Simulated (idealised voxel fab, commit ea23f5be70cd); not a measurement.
This section sets out a process module, namely voxel air gaps.
Pictured: cross-section cut, 250 nm wide, on a grid of 5 nm square cells.
If you're reading a cross-section in this doc, picture square cells in a grid; it comes to you as bands, top ones listed first down to the bottom, and a band can be one or more rows of cells. It is stipulated that each band's entry specify, in nanometres, the height of the top of the band and then that of its bottom, followed by the materials of the band in left-to-right sequence, each together with its width in nanometres. A single material marked by the word "everywhere" is understood to fill the band from edge to edge; the word "empty" is understood to denote empty space. Below 0: as-received wafer, all one material; heights counted from there. Lowest band: no bottom, goes on down, written "z 0 and below". Width spec "30->40" -> top row of cells at first value, bottom row at second value, equal per-row change in between. Step note "nothing different" = no cross-section cell changed. Empty spaces counting at least 8 cells and having no open way to the top are listed in "Enclosed void listing". The notation width x height at distance is used for each, the distance being from the left edge and all three values in nm. Anything after a step's settings on that line? It's the simulator's own note about the step. A step's line can hold "overlay nm"; with a mask on that step, the setting says how far right of the planned place the mask lay, while a negative setting says it lay to the left.

The steps planned for the process are as follows
1,RECEIVE,material Si
2,CONFORMAL_DEP,material SiO2,thk nm 15
3,CONFORMAL_DEP,material SiN,thk nm 5
4,DIRECTIONAL_DEP,material SiO2,thk nm 40
5,DIRECTIONAL_DEP,material aC,thk nm 15
6,PATTERN,tone open,mask id LINES,material resist,width nm 15,pitch nm 40,thk nm 35,overlay nm 0
7,DIRECTIONAL_ETCH,etch materials aC,depth nm 15
8,STRIP,etch materials resist
9,DIRECTIONAL_ETCH,etch materials SiO2,depth nm 40
10,STRIP,etch materials aC
11,CONFORMAL_DEP,material TiN,thk nm 5
12,FILL_DEP,material Cu,thk nm 5
13,CMP,height nm 60
14,EPI,material Ru,thk nm 10
15,SELECTIVE_ETCH,etch materials SiO2,depth nm 50
16,CONFORMAL_DEP,material SiCN,thk nm 5

Account of the first of two wafers, which was processed as intended

Here's what the wafer looked like in cross-section when it arrived - that's after step 1
> z 0 and below  Si everywhere
> Enclosed void listing: none

Step 2 complete: cross-section through the wafer
> z 15 to 0  SiO2 everywhere
> Below 0, the layers are the same as they were.

Step 3 complete: cross-section through the wafer
> z 20 to 15  SiN everywhere
> Below 15, the layers are the same as they were.

Step 4 complete: cross-section through the wafer
> z 60 to 20  SiO2 everywhere
> Below 20, the layers are the same as they were.

Step 5 complete: cross-section through the wafer
> z 75 to 60  aC everywhere
> Below 60, the layers are the same as they were.

Step 6 complete: cross-section through the wafer
> z 110 to 75  resist 75 / empty 15 / resist 25 / empty 15 / resist 25 / empty 15 / resist 80
> Below 75, the layers are the same as they were.

Step 7 complete: cross-section through the wafer
> z 95 to 75  resist 75 / empty 15 / resist 25 / empty 15 / resist 25 / empty 15 / resist 80
> z 75 to 60  aC 75 / empty 15 / aC 25 / empty 15 / aC 25 / empty 15 / aC 80
> Below 60, the layers are the same as they were.

Step 8 complete: cross-section through the wafer
> z 75 to 60  aC 75 / empty 15 / aC 25 / empty 15 / aC 25 / empty 15 / aC 80
> Below 60, the layers are the same as they were.

Step 9 complete: cross-section through the wafer
> z 75 to 60  aC 75 / empty 15 / aC 25 / empty 15 / aC 25 / empty 15 / aC 80
> z 60 to 20  SiO2 75 / empty 15 / SiO2 25 / empty 15 / SiO2 25 / empty 15 / SiO2 80
> Below 20, the layers are the same as they were.

Step 10 complete: cross-section through the wafer
> z 60 to 20  SiO2 75 / empty 15 / SiO2 25 / empty 15 / SiO2 25 / empty 15 / SiO2 80
> Below 20, the layers are the same as they were.

Step 11 complete: cross-section through the wafer
> z 65 to 60  TiN 80 / empty 5 / TiN 35 / empty 5 / TiN 35 / empty 5 / TiN 85
> z 60 to 25  SiO2 75 / TiN 5 / empty 5 / TiN 5 / SiO2 25 / TiN 5 / empty 5 / TiN 5 / SiO2 25 / TiN 5 / empty 5 / TiN 5 / SiO2 80
> z 25 to 20  SiO2 75 / TiN 15 / SiO2 25 / TiN 15 / SiO2 25 / TiN 15 / SiO2 80
> Below 20, the layers are the same as they were.

Step 12 complete: cross-section through the wafer
> z 70 to 65  Cu everywhere
> z 65 to 60  TiN 80 / Cu 5 / TiN 35 / Cu 5 / TiN 35 / Cu 5 / TiN 85
> z 60 to 25  SiO2 75 / TiN 5 / Cu 5 / TiN 5 / SiO2 25 / TiN 5 / Cu 5 / TiN 5 / SiO2 25 / TiN 5 / Cu 5 / TiN 5 / SiO2 80
> Below 25, the layers are the same as they were.

Step 13 complete: cross-section through the wafer
> z 60 to 25  SiO2 75 / TiN 5 / Cu 5 / TiN 5 / SiO2 25 / TiN 5 / Cu 5 / TiN 5 / SiO2 25 / TiN 5 / Cu 5 / TiN 5 / SiO2 80
> Below 25, the layers are the same as they were.

Step 14 complete: cross-section through the wafer
> z 70 to 60  empty 65 / Ru 35 / empty 5 / Ru 35 / empty 5 / Ru 35 / empty 70
> Below 60, the layers are the same as they were.

Step 15 complete: cross-section through the wafer
> z 70 to 60  empty 65 / Ru 35 / empty 5 / Ru 35 / empty 5 / Ru 35 / empty 70
> z 60 to 25  empty 75 / TiN 5 / Cu 5 / TiN 5 / empty 25 / TiN 5 / Cu 5 / TiN 5 / empty 25 / TiN 5 / Cu 5 / TiN 5 / empty 80
> z 25 to 20  empty 75 / TiN 15 / empty 25 / TiN 15 / empty 25 / TiN 15 / empty 80
> Below 20, the layers are the same as they were.

Step 16 complete: cross-section through the wafer
> z 75 to 70  empty 60 / SiCN 125 / empty 65
> z 70 to 60  empty 60 / SiCN 5 / Ru 35 / SiCN 5 / Ru 35 / SiCN 5 / Ru 35 / SiCN 5 / empty 65
> z 60 to 55  empty 60 / SiCN 15 / TiN 5 / Cu 5 / TiN 5 / SiCN 25 / TiN 5 / Cu 5 / TiN 5 / SiCN 25 / TiN 5 / Cu 5 / TiN 5 / SiCN 15 / empty 65
> z 55 to 25  empty 70 / SiCN 5 / TiN 5 / Cu 5 / TiN 5 / SiCN 5 / empty 15 / SiCN 5 / TiN 5 / Cu 5 / TiN 5 / SiCN 5 / empty 15 / SiCN 5 / TiN 5 / Cu 5 / TiN 5 / SiCN 5 / empty 75
> z 25 to 20  SiCN 75 / TiN 15 / SiCN 25 / TiN 15 / SiCN 25 / TiN 15 / SiCN 80
> Below 20, the layers are the same as they were.
> Enclosed void listing: 15 x 30 at 95; 15 x 30 at 135

The second wafer: identical to the first at the outset and in its planned sequence, differing only in that one mistake was made during processing; up to and including step 5, its path is the first wafer's path

Cross-sectional representation of the second wafer at the time designated in the plan for the completion of step 6
> z 110 to 75  resist 80 / empty 15 / resist 25 / empty 15 / resist 25 / empty 15 / resist 75
> Below 75, the layers are the same as they were.

Cross-sectional representation of the second wafer at the time designated in the plan for the completion of step 7
> z 95 to 75  resist 80 / empty 15 / resist 25 / empty 15 / resist 25 / empty 15 / resist 75
> z 75 to 60  aC 80 / empty 15 / aC 25 / empty 15 / aC 25 / empty 15 / aC 75
> Below 60, the layers are the same as they were.

Cross-sectional representation of the second wafer at the time designated in the plan for the completion of step 8
> z 75 to 60  aC 80 / empty 15 / aC 25 / empty 15 / aC 25 / empty 15 / aC 75
> Below 60, the layers are the same as they were.

Cross-sectional representation of the second wafer at the time designated in the plan for the completion of step 9
> z 75 to 60  aC 80 / empty 15 / aC 25 / empty 15 / aC 25 / empty 15 / aC 75
> z 60 to 20  SiO2 80 / empty 15 / SiO2 25 / empty 15 / SiO2 25 / empty 15 / SiO2 75
> Below 20, the layers are the same as they were.

Cross-sectional representation of the second wafer at the time designated in the plan for the completion of step 10
> z 60 to 20  SiO2 80 / empty 15 / SiO2 25 / empty 15 / SiO2 25 / empty 15 / SiO2 75
> Below 20, the layers are the same as they were.

Cross-sectional representation of the second wafer at the time designated in the plan for the completion of step 11
> z 65 to 60  TiN 85 / empty 5 / TiN 35 / empty 5 / TiN 35 / empty 5 / TiN 80
> z 60 to 25  SiO2 80 / TiN 5 / empty 5 / TiN 5 / SiO2 25 / TiN 5 / empty 5 / TiN 5 / SiO2 25 / TiN 5 / empty 5 / TiN 5 / SiO2 75
> z 25 to 20  SiO2 80 / TiN 15 / SiO2 25 / TiN 15 / SiO2 25 / TiN 15 / SiO2 75
> Below 20, the layers are the same as they were.

Cross-sectional representation of the second wafer at the time designated in the plan for the completion of step 12
> z 70 to 65  Cu everywhere
> z 65 to 60  TiN 85 / Cu 5 / TiN 35 / Cu 5 / TiN 35 / Cu 5 / TiN 80
> z 60 to 25  SiO2 80 / TiN 5 / Cu 5 / TiN 5 / SiO2 25 / TiN 5 / Cu 5 / TiN 5 / SiO2 25 / TiN 5 / Cu 5 / TiN 5 / SiO2 75
> Below 25, the layers are the same as they were.

Cross-sectional representation of the second wafer at the time designated in the plan for the completion of step 13
> z 60 to 25  SiO2 80 / TiN 5 / Cu 5 / TiN 5 / SiO2 25 / TiN 5 / Cu 5 / TiN 5 / SiO2 25 / TiN 5 / Cu 5 / TiN 5 / SiO2 75
> Below 25, the layers are the same as they were.

Cross-sectional representation of the second wafer at the time designated in the plan for the completion of step 14
> z 70 to 60  empty 70 / Ru 35 / empty 5 / Ru 35 / empty 5 / Ru 35 / empty 65
> Below 60, the layers are the same as they were.

Cross-sectional representation of the second wafer at the time designated in the plan for the completion of step 15
> z 70 to 60  empty 70 / Ru 35 / empty 5 / Ru 35 / empty 5 / Ru 35 / empty 65
> z 60 to 25  empty 80 / TiN 5 / Cu 5 / TiN 5 / empty 25 / TiN 5 / Cu 5 / TiN 5 / empty 25 / TiN 5 / Cu 5 / TiN 5 / empty 75
> z 25 to 20  empty 80 / TiN 15 / empty 25 / TiN 15 / empty 25 / TiN 15 / empty 75
> Below 20, the layers are the same as they were.

Cross-sectional representation of the second wafer at the time designated in the plan for the completion of step 16
> z 75 to 70  empty 65 / SiCN 125 / empty 60
> z 70 to 60  empty 65 / SiCN 5 / Ru 35 / SiCN 5 / Ru 35 / SiCN 5 / Ru 35 / SiCN 5 / empty 60
> z 60 to 55  empty 65 / SiCN 15 / TiN 5 / Cu 5 / TiN 5 / SiCN 25 / TiN 5 / Cu 5 / TiN 5 / SiCN 25 / TiN 5 / Cu 5 / TiN 5 / SiCN 15 / empty 60
> z 55 to 25  empty 75 / SiCN 5 / TiN 5 / Cu 5 / TiN 5 / SiCN 5 / empty 15 / SiCN 5 / TiN 5 / Cu 5 / TiN 5 / SiCN 5 / empty 15 / SiCN 5 / TiN 5 / Cu 5 / TiN 5 / SiCN 5 / empty 70
> z 25 to 20  SiCN 80 / TiN 15 / SiCN 25 / TiN 15 / SiCN 25 / TiN 15 / SiCN 75
> Below 20, the layers are the same as they were.
> Enclosed void listing: 15 x 30 at 100; 15 x 30 at 140
Error vs. plan: note that step 6 departed from the planned setting and was carried out as PATTERN,tone open,mask id LINES,material resist,width nm 15,pitch nm 40,thk nm 35,overlay nm 5
Same inventory, different map: at the end, the second wafer holds as many cells of each material as the first, placed elsewhere.
